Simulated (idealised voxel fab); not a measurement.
process module | voxel self aligned contacts
FYI the section here is cut, 160 nm wide, cells are 5 nm squares.
Heads up, the way a cross-section reads in here is a grid of square cells, handed over as bands from the top down, with every band being one or more rows of cells.
For a band, the entry starts with two heights in nm, that of the top and then that of the bottom, and carries on with the band's materials in order from left to right, each alongside its width in nm; the word "all across" beside a single material means it fills the band edge to edge, and "blank" means empty space.
Heads up on the height convention: 0 is the point under which the incoming wafer is all one material, and the lowest band has no bottom, it just keeps going down, like "0 and below".
Width spec "30 to 40" -> top row of cells at first value, bottom row at second value, equal per-row change in between.
Given "no alteration" for a step, no cell of the cross-section differs between before and after that step.
Closed-off voids of 8+ cells (no open route to the top) go in "Closed void register", written width x height at distance from the left edge, in nm.
Step line, after settings: the simulator's comment on this step.
The optional step-line setting "overlay nm" applies to steps with a mask and quantifies how far to the right of its planned location the mask lay, a negative value indicating leftward placement.

-- Process steps - plan
1,RECEIVE: material Si
2,CONFORMAL_DEP: material SiO2, thk nm 5
3,DIRECTIONAL_DEP: material polySi, thk nm 20
4,DIRECTIONAL_DEP: material SiN, thk nm 25
5,MASKED_ETCH: tone cover, mask id GATE, width nm 25, pitch nm 60, etch materials SiN, depth nm 25, overlay nm 0
6,MASKED_ETCH: tone cover, mask id GATE, width nm 25, pitch nm 60, etch materials polySi, depth nm 20, overlay nm 0
7,CONFORMAL_DEP: material SiN, thk nm 10
8,DIRECTIONAL_ETCH: etch materials SiN, depth nm 10
9,FILL_DEP: material SiO2, thk nm 20
10,CMP: height nm 60
11,MASKED_ETCH: tone open, mask id CONTACT, width nm 45, etch materials SiO2, depth nm 60, overlay nm 0
12,CONFORMAL_DEP: material TiN, thk nm 5
13,FILL_DEP: material Ru, thk nm 10
14,CMP: height nm 60
15,CONFORMAL_DEP: material SiCN, thk nm 5

-- So, the first of our two wafers, run just as we planned it

-- Wafer at receipt (post step 1), cross-section
* 0 and below | Si all across
* Closed void register: none

-- Cross-section: wafer state after step 2
* 5 down to 0 | SiO2 all across
* Everything below 0 is unchanged.

-- Cross-section: wafer state after step 3
* 25 down to 5 | polySi all across
* Everything below 5 is unchanged.

-- Cross-section: wafer state after step 4
* 50 down to 25 | SiN all across
* Everything below 25 is unchanged.

-- Cross-section: wafer state after step 5
* 50 down to 25 | blank: 35, then SiN: 25, then blank: 35, then SiN: 25, then blank: 40
* Everything below 25 is unchanged.

-- Cross-section: wafer state after step 6
* 50 down to 25 | blank: 35, then SiN: 25, then blank: 35, then SiN: 25, then blank: 40
* 25 down to 5 | blank: 35, then polySi: 25, then blank: 35, then polySi: 25, then blank: 40
* Everything below 5 is unchanged.

-- Cross-section: wafer state after step 7
* 60 down to 25 | blank: 25, then SiN: 45, then blank: 15, then SiN: 45, then blank: 30
* 25 down to 15 | blank: 25, then SiN: 10, then polySi: 25, then SiN: 10, then blank: 15, then SiN: 10, then polySi: 25, then SiN: 10, then blank: 30
* 15 down to 5 | SiN: 35, then polySi: 25, then SiN: 35, then polySi: 25, then SiN: 40
* Everything below 5 is unchanged.

-- Cross-section: wafer state after step 8
* 50 down to 25 | blank: 25, then SiN: 45, then blank: 15, then SiN: 45, then blank: 30
* 25 down to 5 | blank: 25, then SiN: 10, then polySi: 25, then SiN: 10, then blank: 15, then SiN: 10, then polySi: 25, then SiN: 10, then blank: 30
* Everything below 5 is unchanged.

-- Cross-section: wafer state after step 9
* 70 down to 50 | SiO2 all across
* 50 down to 25 | SiO2: 25, then SiN: 45, then SiO2: 15, then SiN: 45, then SiO2: 30
* 25 down to 5 | SiO2: 25, then SiN: 10, then polySi: 25, then SiN: 10, then SiO2: 15, then SiN: 10, then polySi: 25, then SiN: 10, then SiO2: 30
* Everything below 5 is unchanged.

-- Cross-section: wafer state after step 10
* 60 down to 50 | SiO2 all across
* Everything below 50 is unchanged.

-- Cross-section: wafer state after step 11
* 60 down to 50 | SiO2: 55, then blank: 45, then SiO2: 60
* 50 down to 25 | SiO2: 25, then SiN: 45, then blank: 15, then SiN: 45, then SiO2: 30
* 25 down to 5 | SiO2: 25, then SiN: 10, then polySi: 25, then SiN: 10, then blank: 15, then SiN: 10, then polySi: 25, then SiN: 10, then SiO2: 30
* 5 down to 0 | SiO2: 70, then blank: 15, then SiO2: 75
* Everything below 0 is unchanged.

-- Cross-section: wafer state after step 12
* 65 down to 60 | TiN: 60, then blank: 35, then TiN: 65
* 60 down to 50 | SiO2: 55, then TiN: 5 to 20, then blank: 35 to 5, then TiN: 5 to 20, then SiO2: 60
* 50 down to 25 | SiO2: 25, then SiN: 45, then TiN: 5, then blank: 5, then TiN: 5, then SiN: 45, then SiO2: 30
* 25 down to 5 | SiO2: 25, then SiN: 10, then polySi: 25, then SiN: 10, then TiN: 5, then blank: 5, then TiN: 5, then SiN: 10, then polySi: 25, then SiN: 10, then SiO2: 30
* 5 down to 0 | SiO2: 70, then TiN: 15, then SiO2: 75
* Everything below 0 is unchanged.

-- Cross-section: wafer state after step 13
* 75 down to 65 | Ru all across
* 65 down to 60 | TiN: 60, then Ru: 35, then TiN: 65
* 60 down to 50 | SiO2: 55, then TiN: 5 to 20, then Ru: 35 to 5, then TiN: 5 to 20, then SiO2: 60
* 50 down to 25 | SiO2: 25, then SiN: 45, then TiN: 5, then Ru: 5, then TiN: 5, then SiN: 45, then SiO2: 30
* 25 down to 5 | SiO2: 25, then SiN: 10, then polySi: 25, then SiN: 10, then TiN: 5, then Ru: 5, then TiN: 5, then SiN: 10, then polySi: 25, then SiN: 10, then SiO2: 30
* Everything below 5 is unchanged.

-- Cross-section: wafer state after step 14
* 60 down to 50 | SiO2: 55, then TiN: 5 to 20, then Ru: 35 to 5, then TiN: 5 to 20, then SiO2: 60
* Everything below 50 is unchanged.

-- Cross-section: wafer state after step 15
* 65 down to 60 | SiCN all across
* Everything below 60 is unchanged.

-- Second wafer, same starting conditions and recipe as the first, one mistake in executing it, nothing differs from the first up to and including step 6

Look at the second wafer in cross-section at the time step 7 ought to have finished: no alteration

-- Look at the second wafer in cross-section at the time step 8 ought to have finished
* 40 down to 25 | blank: 35, then SiN: 25, then blank: 35, then SiN: 25, then blank: 40
* Everything below 25 is unchanged.

-- Look at the second wafer in cross-section at the time step 9 ought to have finished
* 60 down to 40 | SiO2 all across
* 40 down to 25 | SiO2: 35, then SiN: 25, then SiO2: 35, then SiN: 25, then SiO2: 40
* 25 down to 5 | SiO2: 35, then polySi: 25, then SiO2: 35, then polySi: 25, then SiO2: 40
* Everything below 5 is unchanged.

Look at the second wafer in cross-section at the time step 10 ought to have finished: no alteration

-- Look at the second wafer in cross-section at the time step 11 ought to have finished
* 60 down to 40 | SiO2: 55, then blank: 45, then SiO2: 60
* 40 down to 25 | SiO2: 35, then SiN: 25, then blank: 35, then SiN: 25, then SiO2: 40
* 25 down to 5 | SiO2: 35, then polySi: 25, then blank: 35, then polySi: 25, then SiO2: 40
* 5 down to 0 | SiO2: 60, then blank: 35, then SiO2: 65
* Everything below 0 is unchanged.

-- Look at the second wafer in cross-section at the time step 12 ought to have finished
* 65 down to 60 | TiN: 60, then blank: 35, then TiN: 65
* 60 down to 45 | SiO2: 55, then TiN: 5, then blank: 35, then TiN: 5, then SiO2: 60
* 45 down to 40 | SiO2: 55, then TiN: 10, then blank: 25, then TiN: 10, then SiO2: 60
* 40 down to 25 | SiO2: 35, then SiN: 25, then TiN: 5, then blank: 25, then TiN: 5, then SiN: 25, then SiO2: 40
* 25 down to 5 | SiO2: 35, then polySi: 25, then TiN: 5, then blank: 25, then TiN: 5, then polySi: 25, then SiO2: 40
* 5 down to 0 | SiO2: 60, then TiN: 35, then SiO2: 65
* Everything below 0 is unchanged.

-- Look at the second wafer in cross-section at the time step 13 ought to have finished
* 75 down to 65 | Ru all across
* 65 down to 60 | TiN: 60, then Ru: 35, then TiN: 65
* 60 down to 45 | SiO2: 55, then TiN: 5, then Ru: 35, then TiN: 5, then SiO2: 60
* 45 down to 40 | SiO2: 55, then TiN: 10, then Ru: 25, then TiN: 10, then SiO2: 60
* 40 down to 25 | SiO2: 35, then SiN: 25, then TiN: 5, then Ru: 25, then TiN: 5, then SiN: 25, then SiO2: 40
* 25 down to 5 | SiO2: 35, then polySi: 25, then TiN: 5, then Ru: 25, then TiN: 5, then polySi: 25, then SiO2: 40
* Everything below 5 is unchanged.

-- Look at the second wafer in cross-section at the time step 14 ought to have finished
* 60 down to 45 | SiO2: 55, then TiN: 5, then Ru: 35, then TiN: 5, then SiO2: 60
* Everything below 45 is unchanged.

-- Look at the second wafer in cross-section at the time step 15 ought to have finished
* 65 down to 60 | SiCN all across
* Everything below 60 is unchanged.
Want to know what went wrong? execution of step 7 of the plan did not take place, the step having been omitted
Once processing is complete, comparing cell counts shows that the second wafer has more or fewer of certain materials than the first: Ru: 44 more; SiN: 92 fewer; SiO2: 48 more
